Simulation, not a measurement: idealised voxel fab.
process module | voxel self aligned vias
cross-section cut | 230 nm wide | cells 5 nm
A cross-section is a grid of square cells, given in bands from the top down. A band is one or more rows of cells.
Each band's line starts with the height of the band's top and of its bottom, in nm. Then come its materials from left to right, each with its width in nm. One material with "throughout" fills the band from edge to edge. "air" is empty space.
Height 0 is the level under which the wafer as received is all one material. The lowest band goes on downwards, as in "0 down".
A width such as "30 to 40" changes by the same amount from each row of cells to the next, from the band's top row to its bottom row.
"no change" after a step means that no cell of the cross-section changed.
closed voids: empty space of 8 cells or more with no open way to the top, each as width x height at its distance from the left edge, in nm
after a step's settings: what the simulator itself notes on the step
overlay nm, on a step with a mask: how far to the right of its planned place the mask lay; to the left if negative
plan
1 op RECEIVE | material Si
2 op CONFORMAL_DEP | material SiO2 | thk nm 10
3 op CONFORMAL_DEP | material SiCN | thk nm 5
4 op DIRECTIONAL_DEP | material SiO2 | thk nm 30
5 op DIRECTIONAL_DEP | material aC | thk nm 15
6 op PATTERN | tone open | mask id LINES | material resist | width nm 25 | pitch nm 55 | thk nm 30 | overlay nm 0
7 op DIRECTIONAL_ETCH | etch materials aC | depth nm 15
8 op STRIP | etch materials resist
9 op DIRECTIONAL_ETCH | etch materials SiO2 | depth nm 30
10 op STRIP | etch materials aC
11 op CONFORMAL_DEP | material TiN | thk nm 5
12 op FILL_DEP | material W | thk nm 5
13 op CMP | height nm 45
14 op SELECTIVE_ETCH | etch materials W Ru TiN | depth nm 10
15 op FILL_DEP | material SiN | thk nm 5
16 op CMP | height nm 45
17 op DIRECTIONAL_DEP | material SiO2 | thk nm 15
18 op DIRECTIONAL_DEP | material aC | thk nm 10
19 op PATTERN | tone open | mask id VIAS | material resist | width nm 35 | pitch nm 55 | thk nm 25 | overlay nm 0
20 op DIRECTIONAL_ETCH | etch materials aC | depth nm 10
21 op STRIP | etch materials resist
22 op DIRECTIONAL_ETCH | etch materials SiO2 | depth nm 15
23 op DIRECTIONAL_ETCH | etch materials SiN | depth nm 10
24 op STRIP | etch materials aC
25 op CONFORMAL_DEP | material TiN | thk nm 5
26 op FILL_DEP | material Ru | thk nm 5
27 op CMP | height nm 60
28 op CONFORMAL_DEP | material SiCN | thk nm 5
as received, after step 1
  0 down: Si throughout
  closed voids: none
first wafer at the end, as planned
  65 to 60: SiCN throughout
  60 to 50: SiO2 40 | TiN 5 | Ru 25 | TiN 5 | SiO2 20 | TiN 5 | Ru 25 | TiN 5 | SiO2 20 | TiN 5 | Ru 25 | TiN 5 | SiO2 45
  50 to 40: SiO2 40 to 45 | TiN 10 to 5 | Ru 15 | TiN 10 to 5 | SiO2 20 to 30 | TiN 10 to 5 | Ru 15 | TiN 10 to 5 | SiO2 20 to 30 | TiN 10 to 5 | Ru 15 | TiN 10 to 5 | SiO2 45 to 50
  40 to 35: SiO2 45 | TiN 25 | SiO2 30 | TiN 25 | SiO2 30 | TiN 25 | SiO2 50
  35 to 20: SiO2 45 | TiN 5 | W 15 | TiN 5 | SiO2 30 | TiN 5 | W 15 | TiN 5 | SiO2 30 | TiN 5 | W 15 | TiN 5 | SiO2 50
  20 to 15: SiO2 45 | TiN 25 | SiO2 30 | TiN 25 | SiO2 30 | TiN 25 | SiO2 50
  15 to 10: SiCN throughout
  10 to 0: SiO2 throughout
  0 down: Si throughout
  closed voids: none
second wafer at the end: like start, like plan, one mistake
  65 to 60: SiCN throughout
  60 to 50: SiO2 40 | TiN 5 | Ru 25 | TiN 5 | SiO2 20 | TiN 5 | Ru 25 | TiN 5 | SiO2 20 | TiN 5 | Ru 25 | TiN 5 | SiO2 45
  50 to 45: SiO2 40 | TiN 35 | SiO2 20 | TiN 35 | SiO2 20 | TiN 35 | SiO2 45
  45 to 35: SiN 40 | TiN 5 | SiO2 25 | TiN 5 | SiN 20 | TiN 5 | SiO2 25 | TiN 5 | SiN 20 | TiN 5 | SiO2 25 | TiN 5 | SiN 45
  35 to 20: W 40 | TiN 5 | SiO2 25 | TiN 5 | W 20 | TiN 5 | SiO2 25 | TiN 5 | W 20 | TiN 5 | SiO2 25 | TiN 5 | W 45
  20 to 15: TiN 45 | SiO2 25 | TiN 30 | SiO2 25 | TiN 30 | SiO2 25 | TiN 50
  15 to 10: SiCN throughout
  10 to 0: SiO2 throughout
  0 down: Si throughout
  closed voids: none
what went wrong: step 6 ran as: op PATTERN | tone cover | mask id LINES | material resist | width nm 25 | pitch nm 55 | thk nm 30 | overlay nm 0
at the end the second wafer has, in cells: 18 fewer of Ru | 50 more of SiN | 96 fewer of SiO2 | 16 more of TiN | 48 more of W
